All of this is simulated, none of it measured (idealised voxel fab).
Module name: voxel self aligned vias (process module)
cross-section cut | 250 nm wide | cells 5 nm
If you're reading a cross-section in this doc, picture square cells in a grid; it comes to you as bands, top ones listed first down to the bottom, and a band can be one or more rows of cells. The entry gives the band's vertical extent as a top height and a bottom height in nm, then its horizontal make-up as materials from left to right, each with a width in nm. "air" stands for empty space; a single material marked "throughout" fills the band edge to edge. The reference from which all heights are counted is 0, the level beneath which the as-received wafer is entirely one material; the lowest band, having no lower bound, proceeds downward and is written after the example "0 down". The expression "30..40" gives the width at the extremes of the band, the first number at its top row of cells and the second at its bottom row, with the width changing by equal amounts from each row to the next in between. The cross-section has no changed cell in any step marked "no alterations made". If an empty space has no open way to the top and is at least 8 cells in size, "Enclosed void catalog" lists it, written width x height at distance, where distance is measured from the left edge and every value is in nm. What comes after the settings on a step's line is commentary from the simulator itself on that step. overlay nm: right-of-plan distance of the mask on a masked step; negative values mean left-of-plan.
THE PROCESS STEPS THAT WERE PLANNED ARE LISTED BELOW
1,RECEIVE [material Si]
2,CONFORMAL_DEP [material SiO2] [thk nm 15]
3,CONFORMAL_DEP [material SiCN] [thk nm 5]
4,DIRECTIONAL_DEP [material lowk] [thk nm 25]
5,MASKED_ETCH [tone open] [mask id LINES] [width nm 25] [pitch nm 60] [etch materials lowk] [depth nm 25] [overlay nm -15]
6,CONFORMAL_DEP [material TiN] [thk nm 5]
7,FILL_DEP [material W] [thk nm 5]
8,CMP [height nm 45]
9,SELECTIVE_ETCH [etch materials W Ru TiN] [depth nm 10]
10,FILL_DEP [material SiN] [thk nm 5]
11,CMP [height nm 45]
12,DIRECTIONAL_DEP [material lowk] [thk nm 20]
13,DIRECTIONAL_DEP [material aC] [thk nm 10]
14,PATTERN [tone open] [mask id VIAS] [material resist] [width nm 45] [pitch nm 60] [thk nm 30] [overlay nm 0]
15,DIRECTIONAL_ETCH [etch materials aC] [depth nm 10]
16,STRIP [etch materials resist]
17,DIRECTIONAL_ETCH [etch materials lowk] [depth nm 20]
18,DIRECTIONAL_ETCH [etch materials SiN] [depth nm 10]
19,STRIP [etch materials aC]
20,CONFORMAL_DEP [material TiN] [thk nm 5]
21,FILL_DEP [material Cu] [thk nm 10]
22,CMP [height nm 65]
23,CONFORMAL_DEP [material SiCN] [thk nm 5]
All wafers enter the flow in the same state. The overlay nm at step 5 differs from wafer to wafer, and the plan gives the value for the first wafer.
SECTIONAL VIEW: FIRST OF SEVERAL WAFERS, AS RECEIVED, AFTER STEP 1
  0 down = Si throughout
  Enclosed void catalog: none
FOR YOUR REFERENCE, THE TABLE IS ORGANIZED WITH A ROW PER WAFER; EACH ROW REFLECTS THE WAFER AT THE END OF THE MODULE, INDICATING FOR EACH MATERIAL THE CELLS GAINED (+) OR LOST (-) SINCE RECEIPT, AND THEREAFTER ITS CLOSED VOIDS
overlay nm -15, +50 Cu, +100 SiCN, +4 SiN, +150 SiO2, +56 TiN, +12 W, +328 lowk, Enclosed void catalog: none
overlay nm -10, +54 Cu, +100 SiCN, +150 SiO2, +56 TiN, +12 W, +328 lowk, Enclosed void catalog: none
overlay nm -5, +54 Cu, +100 SiCN, +150 SiO2, +56 TiN, +12 W, +328 lowk, Enclosed void catalog: none
overlay nm 0, +54 Cu, +100 SiCN, +150 SiO2, +56 TiN, +12 W, +328 lowk, Enclosed void catalog: none
overlay nm 5, +54 Cu, +100 SiCN, +150 SiO2, +56 TiN, +12 W, +328 lowk, Enclosed void catalog: none
overlay nm 10, +54 Cu, +100 SiCN, +150 SiO2, +56 TiN, +12 W, +328 lowk, Enclosed void catalog: none
overlay nm 15, +50 Cu, +100 SiCN, +4 SiN, +150 SiO2, +56 TiN, +12 W, +328 lowk, Enclosed void catalog: none
